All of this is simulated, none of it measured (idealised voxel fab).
Documented hereafter: the process module known as voxel wiring stack.
Cross-section cut: width 200 nm, square cells of 5 nm.
We lay out every cross-section as a grid of square cells and spell it out in bands from the top down, where one band means one or more rows of cells.
First you get the band's top height and its bottom height, in nm, and then the materials it's made of, left to right, with each width in nm. If you see a single material with "all across", that one covers the band edge to edge. "empty" is empty space.
Convention: height 0 is the level below which the wafer, as received, is all one material. The lowest band does not terminate at the bottom but continues downward, represented as "from 0 down".
Top row gets the first number, bottom row gets the second, and each row in between changes by the same step: that is how a band width like "30 to 40" works.
No cell of the cross-section changed in a step that is given as "no modification".
You'll see "Completely enclosed voids" listing empty spaces that have no way open to the top, as long as they're 8 cells or more; the notation is width x height at distance, where the distance is from the left edge, and all of it is in nm.
Post-settings text on a step line: simulator's own remark regarding the step.
For masked steps, "overlay nm" on the step line gives how far right of plan the mask actually lay; a minus sign means it lay to the left.
BELOW IS THE LIST OF PLANNED PROCESS STEPS
step 1: RECEIVE, material Si
step 2: CONFORMAL_DEP, material SiO2, thk nm 10
step 3: CONFORMAL_DEP, material SiN, thk nm 5
step 4: DIRECTIONAL_DEP, material SiO2, thk nm 25
step 5: MASKED_ETCH, tone open, mask id METAL_1, width nm 25, pitch nm 55, etch materials SiO2, depth nm 25, overlay nm 0
step 6: MASKED_ETCH, tone open, mask id METAL_1, width nm 25, pitch nm 55, etch materials SiN, depth nm 5, overlay nm 0
step 7: CONFORMAL_DEP, material TiN, thk nm 5
step 8: FILL_DEP, material W, thk nm 5
step 9: CMP, height nm 40
step 10: EPI, material Ru, thk nm 5
step 11: FILL_DEP, material SiCN, thk nm 5
step 12: DIRECTIONAL_DEP, material lowk, thk nm 25
step 13: PATTERN, tone open, mask id METAL_2, material resist, width nm 25, pitch nm 55, thk nm 15, overlay nm 0
step 14: DIRECTIONAL_ETCH, etch materials lowk, depth nm 15
step 15: STRIP, etch materials resist
step 16: MASKED_ETCH, tone open, mask id METAL_2_HOLES, width nm 15, pitch nm 55, etch materials lowk, depth nm 10, overlay nm 0
step 17: MASKED_ETCH, tone open, mask id METAL_2_HOLES, width nm 15, pitch nm 55, etch materials SiCN, depth nm 5, overlay nm 0
step 18: CONFORMAL_DEP, material TiN, thk nm 5
step 19: FILL_DEP, material Cu, thk nm 5
step 20: CMP, height nm 75
step 21: CONFORMAL_DEP, material SiN, thk nm 5
INCOMING WAFER IN CROSS-SECTION (STATE: AFTER STEP 1)
* from 0 down = Si all across
* Completely enclosed voids: none
CROSS-SECTION AT MODULE END, ONE RUN ERROR; START AND PLAN UNCHANGED FROM ABOVE
* from 80 to 75 = SiN all across
* from 75 to 65 = lowk=60 | TiN=5 | Cu=15 | TiN=5 | lowk=30 | TiN=5 | Cu=15 | TiN=5 | lowk=60
* from 65 to 60 = lowk=60 | TiN=5 | Cu=5 | TiN=15 | lowk=30 | TiN=5 | Cu=5 | TiN=15 | lowk=60
* from 60 to 50 = lowk=60 | TiN=5 | Cu=5 | TiN=5 | lowk=40 | TiN=5 | Cu=5 | TiN=5 | lowk=70
* from 50 to 45 = SiCN=60 | TiN=15 | SiCN=40 | TiN=15 | SiCN=70
* from 45 to 40 = SiCN=55 | Ru=35 | SiCN=20 | Ru=35 | SiCN=55
* from 40 to 15 = SiO2=60 | TiN=5 | W=15 | TiN=5 | SiO2=30 | TiN=5 | W=15 | TiN=5 | SiO2=60
* from 15 to 10 = SiN=60 | TiN=25 | SiN=30 | TiN=25 | SiN=60
* from 10 to 0 = Ru all across
* from 0 down = Si all across
* Completely enclosed voids: none
Finding, execution versus plan: for step 2, the planned setting was not used; the step was instead run as CONFORMAL_DEP, material Ru, thk nm 10
